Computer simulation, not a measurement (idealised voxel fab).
voxel local oxidation: a process module
Square cell edge 5 nm, section width 145 nm, ID cut.
Heads up, the way a cross-section reads in here is a grid of square cells, handed over as bands from the top down, with every band being one or more rows of cells. Heads up on the band format: heights come first, top then bottom, in nm. After that it's the materials left to right, each with its width in nm. A single material flagged "everywhere" fills the whole band edge to edge, and "air" means there's empty space there. Note: height 0 marks the level under which the wafer is uniformly one material as received. Lowest band unbounded below, written "0 -> down". A width given as "30 to 40" starts at the first number in the band's top row and ends at the second number in its bottom row, shifting by an equal amount at every step from row to row. "everything unchanged" (step): cross-section cells unchanged, all of them. What "Closed void entries" gives you is every empty space of 8 cells or more that is cut off from the top. Each appears as width x height at distance, with the distance taken from the left edge and width, height and distance all in nm. On each step's line, the part that comes after the settings is the simulator's own comment on the step. Among the settings permitted on a step's line is "overlay nm"; applied to a step with a mask, it specifies the extent to which the mask lay to the right of its planned position, whereas a negative figure signifies a position to the left.
### Steps in the process plan
step 1: RECEIVE, material Si
step 2: CONFORMAL_DEP, material SiO2, thk nm 5
step 3: CONFORMAL_DEP, material SiN, thk nm 10
step 4: PATTERN, tone cover, mask id ACTIVE, material resist, width nm 115, thk nm 20, overlay nm 0
step 5: DIRECTIONAL_ETCH, etch materials SiN, depth nm 10
step 6: STRIP, etch materials resist
step 7: SELECTIVE_ETCH, etch materials SiO2, depth nm 5
step 8: OXIDIZE, depth nm 10
step 9: STRIP, etch materials SiN
The value of thk nm given for step 2 in the plan refers to the first wafer; the wafers vary in this setting and are alike at the start.
### After step 1, as received: first of several wafers, cross-section
	0 -> down: Si everywhere
	Closed void entries: none
### Depicted here is the first of several wafers in cross-section, at module completion following the last step, step 9
	5 -> 0: 20 of air / 105 of SiO2 / 20 of air
	0 -> -10: 30 of SiO2 / 85 of Si / 30 of SiO2
	-10 -> down: Si everywhere
	Closed void entries: none
### Showing the last wafer in cross-section at the end of the module
	20 -> 15: 20 of air / 105 of SiO2 / 20 of air
	15 -> 0: SiO2 everywhere
	0 -> down: Si everywhere
	Closed void entries: none
### Per wafer (row), end of module: delta in cells per material since receipt, (+) for gained, (-) for lost; closed voids after that
thk nm 5, -24 Si, +45 SiO2, Closed void entries: none
thk nm 10, +50 SiO2, Closed void entries: none
thk nm 15, +79 SiO2, Closed void entries: none
thk nm 20, +108 SiO2, Closed void entries: none
